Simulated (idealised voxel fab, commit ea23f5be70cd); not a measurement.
Process module name: voxel air gaps
The cross-section on display is named cut; it measures 235 nm wide, and its cells are 5 nm squares.
A cross-section is a grid of square cells, given in bands from the top down. A band is one or more rows of cells. Basically the band line says how high the top is and how high the bottom is, in nm, and then what's in it from left to right, every material with its width in nm. Empty space shows up as "air", and if a single material carries "edge to edge" it runs the full band edge to edge. Heights are expressed relative to 0, this being the level below which the as-received wafer comprises one material exclusively. The lowest band is unbounded in the downward direction and is denoted as in "0 and below". A two-number width, for instance "30..40", indicates that the width is equal to the first number in the top row of the band and to the second number in the bottom row, and that it changes by a constant amount per row of cells. No cell of the cross-section changed in a step that is given as "nothing was modified". "Closed internal cavities" contains a list of empty spaces, each no smaller than 8 cells and without an open way to the top, written in the form width x height at distance with the distance from the left edge and all three in nm. It should be noted that, on the line of a given step, the content following the step's settings is a remark produced by the simulator itself with respect to that step. A step line may carry the setting "overlay nm", which, for steps involving a mask, states the distance by which the mask lay to the right of its intended position; negative values denote displacement to the left.

## Process steps foreseen in the plan
- 1: op RECEIVE | material Si
- 2: op CONFORMAL_DEP | material SiO2 | thk nm 15
- 3: op CONFORMAL_DEP | material SiCN | thk nm 5
- 4: op DIRECTIONAL_DEP | material SiO2 | thk nm 35
- 5: op MASKED_ETCH | tone open | mask id LINES | width nm 25 | pitch nm 50 | etch materials SiO2 | depth nm 35 | overlay nm 0
- 6: op CONFORMAL_DEP | material TiN | thk nm 5
- 7: op FILL_DEP | material W | thk nm 10
- 8: op CMP | height nm 55
- 9: op EPI | material Ru | thk nm 10
- 10: op SELECTIVE_ETCH | etch materials SiO2 | depth nm 45
- 11: op CONFORMAL_DEP | material SiCN | thk nm 5

## Account of the first of two wafers, which was processed as intended

## Wafer at receipt (post step 1), cross-section
  0 and below = Si edge to edge
  Closed internal cavities: none

## After step 2, in cross-section
  15 down to 0 = SiO2 edge to edge
  Below a height of 0, the structure has not been altered.

## After step 3, in cross-section
  20 down to 15 = SiCN edge to edge
  Below a height of 15, the structure has not been altered.

## After step 4, in cross-section
  55 down to 20 = SiO2 edge to edge
  Below a height of 20, the structure has not been altered.

## After step 5, in cross-section
  55 down to 20 = 55 SiO2; 25 air; 25 SiO2; 25 air; 25 SiO2; 25 air; 55 SiO2
  Below a height of 20, the structure has not been altered.

## After step 6, in cross-section
  60 down to 55 = 60 TiN; 15 air; 35 TiN; 15 air; 35 TiN; 15 air; 60 TiN
  55 down to 25 = 55 SiO2; 5 TiN; 15 air; 5 TiN; 25 SiO2; 5 TiN; 15 air; 5 TiN; 25 SiO2; 5 TiN; 15 air; 5 TiN; 55 SiO2
  25 down to 20 = 55 SiO2; 25 TiN; 25 SiO2; 25 TiN; 25 SiO2; 25 TiN; 55 SiO2
  Below a height of 20, the structure has not been altered.

## After step 7, in cross-section
  70 down to 60 = W edge to edge
  60 down to 55 = 60 TiN; 15 W; 35 TiN; 15 W; 35 TiN; 15 W; 60 TiN
  55 down to 25 = 55 SiO2; 5 TiN; 15 W; 5 TiN; 25 SiO2; 5 TiN; 15 W; 5 TiN; 25 SiO2; 5 TiN; 15 W; 5 TiN; 55 SiO2
  Below a height of 25, the structure has not been altered.

## After step 8, in cross-section
  55 down to 25 = 55 SiO2; 5 TiN; 15 W; 5 TiN; 25 SiO2; 5 TiN; 15 W; 5 TiN; 25 SiO2; 5 TiN; 15 W; 5 TiN; 55 SiO2
  Below a height of 25, the structure has not been altered.

## After step 9, in cross-section
  65 down to 55 = 45 air; 45 Ru; 5 air; 45 Ru; 5 air; 45 Ru; 45 air
  Below a height of 55, the structure has not been altered.

## After step 10, in cross-section
  65 down to 55 = 45 air; 45 Ru; 5 air; 45 Ru; 5 air; 45 Ru; 45 air
  55 down to 25 = 55 air; 5 TiN; 15 W; 5 TiN; 25 air; 5 TiN; 15 W; 5 TiN; 25 air; 5 TiN; 15 W; 5 TiN; 55 air
  25 down to 20 = 55 air; 25 TiN; 25 air; 25 TiN; 25 air; 25 TiN; 55 air
  Below a height of 20, the structure has not been altered.

## After step 11, in cross-section
  70 down to 65 = 40 air; 155 SiCN; 40 air
  65 down to 55 = 40 air; 5 SiCN; 45 Ru; 5 SiCN; 45 Ru; 5 SiCN; 45 Ru; 5 SiCN; 40 air
  55 down to 50 = 40 air; 15 SiCN; 5 TiN; 15 W; 5 TiN; 25 SiCN; 5 TiN; 15 W; 5 TiN; 25 SiCN; 5 TiN; 15 W; 5 TiN; 15 SiCN; 40 air
  50 down to 25 = 50 air; 5 SiCN; 5 TiN; 15 W; 5 TiN; 5 SiCN; 15 air; 5 SiCN; 5 TiN; 15 W; 5 TiN; 5 SiCN; 15 air; 5 SiCN; 5 TiN; 15 W; 5 TiN; 5 SiCN; 50 air
  25 down to 20 = 55 SiCN; 25 TiN; 25 SiCN; 25 TiN; 25 SiCN; 25 TiN; 55 SiCN
  Below a height of 20, the structure has not been altered.
  Closed internal cavities: 15 x 25 at 85; 15 x 25 at 135

## Wafer two. Identical start, identical plan. One mistake in execution. Identical history through step 7

Second wafer shown in cross-section at the time step 8 was slated to end: nothing was modified

## Second wafer shown in cross-section at the time step 9 was slated to end
  80 down to 70 = Ru edge to edge
  Below a height of 70, the structure has not been altered.

Second wafer shown in cross-section at the time step 10 was slated to end: nothing was modified

## Second wafer shown in cross-section at the time step 11 was slated to end
  85 down to 80 = SiCN edge to edge
  Below a height of 80, the structure has not been altered.
Which mistake was made when the wafer was run? no execution of plan step 8; skipped
The closing comparison, in cells, has the second wafer with more or fewer of some materials than the first: +40 Ru, -70 SiCN, +224 SiO2, +38 TiN, +103 W
In the final state there are 2 closed voids in the first wafer, compared with 0 in the second wafer.
